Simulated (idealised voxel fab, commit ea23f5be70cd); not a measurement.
process module | voxel wiring stack
cross-section cut | 270 nm wide | cells 5 nm
A cross-section is a grid of square cells, given in bands from the top down. A band is one or more rows of cells.
Each band's line starts with the height of the band's top and of its bottom, in nm. Then come its materials from left to right, each with its width in nm. One material with "throughout" fills the band from edge to edge. "air" is empty space.
Height 0 is the level under which the wafer as received is all one material. The lowest band goes on downwards, as in "0 down".
A width such as "30 to 40" changes by the same amount from each row of cells to the next, from the band's top row to its bottom row.
"no change" after a step means that no cell of the cross-section changed.
closed voids: empty space of 8 cells or more with no open way to the top, each as width x height at its distance from the left edge, in nm
after a step's settings: what the simulator itself notes on the step
overlay nm, on a step with a mask: how far to the right of its planned place the mask lay; to the left if negative
plan
1 op RECEIVE | material Si
2 op CONFORMAL_DEP | material SiO2 | thk nm 15
3 op CONFORMAL_DEP | material SiCN | thk nm 5
4 op DIRECTIONAL_DEP | material SiO2 | thk nm 25
5 op MASKED_ETCH | tone open | mask id METAL_1 | width nm 20 | pitch nm 40 | etch materials SiO2 | depth nm 25 | overlay nm 0
6 op MASKED_ETCH | tone open | mask id METAL_1 | width nm 20 | pitch nm 40 | etch materials SiCN | depth nm 5 | overlay nm 0
7 op CONFORMAL_DEP | material TiN | thk nm 5
8 op FILL_DEP | material Cu | thk nm 5
9 op CMP | height nm 45
10 op EPI | material Ru | thk nm 5
11 op FILL_DEP | material SiCN | thk nm 5
12 op DIRECTIONAL_DEP | material lowk | thk nm 10
13 op MASKED_ETCH | tone open | mask id PLUG_1 | width nm 15 | pitch nm 40 | etch materials lowk | depth nm 10 | overlay nm 0
14 op MASKED_ETCH | tone open | mask id PLUG_1 | width nm 15 | pitch nm 40 | etch materials SiCN | depth nm 5 | overlay nm 0
15 op CONFORMAL_DEP | material TiN | thk nm 5
16 op FILL_DEP | material W | thk nm 10
17 op CMP | height nm 65
18 op DIRECTIONAL_DEP | material TiN | thk nm 5
19 op DIRECTIONAL_DEP | material W | thk nm 25
20 op MASKED_ETCH | tone cover | mask id METAL_2 | width nm 20 | pitch nm 40 | etch materials W | depth nm 25 | overlay nm 0
21 op MASKED_ETCH | tone cover | mask id METAL_2 | width nm 20 | pitch nm 40 | etch materials TiN | depth nm 5 | overlay nm 0
22 op CONFORMAL_DEP | material SiCN | thk nm 5
23 op FILL_DEP | material lowk | thk nm 10
24 op CMP | height nm 95
25 op CONFORMAL_DEP | material SiCN | thk nm 5
as received, after step 1
  0 down: Si throughout
  closed voids: none
a wafer at the end: this start, this plan, one mistake
  100 to 95: SiCN throughout
  95 to 70: lowk 100 | SiCN 5 | W 20 | SiCN 5 | lowk 10 | SiCN 5 | W 20 | SiCN 5 | lowk 100
  70 to 65: SiCN 105 | TiN 20 | SiCN 20 | TiN 20 | SiCN 105
  65 to 55: lowk 105 | TiN 5 | W 5 | TiN 5 | lowk 25 | TiN 5 | W 5 | TiN 5 | lowk 110
  55 to 50: SiCN 105 | TiN 15 | SiCN 25 | TiN 15 | SiCN 110
  50 to 45: SiCN 100 | Ru 30 | SiCN 10 | Ru 30 | SiCN 100
  45 to 40: SiCN 105 | TiN 20 | SiCN 20 | TiN 20 | SiCN 105
  40 to 0: SiO2 throughout
  0 down: Si throughout
  closed voids: none
what went wrong: steps 3 and 4 were swapped
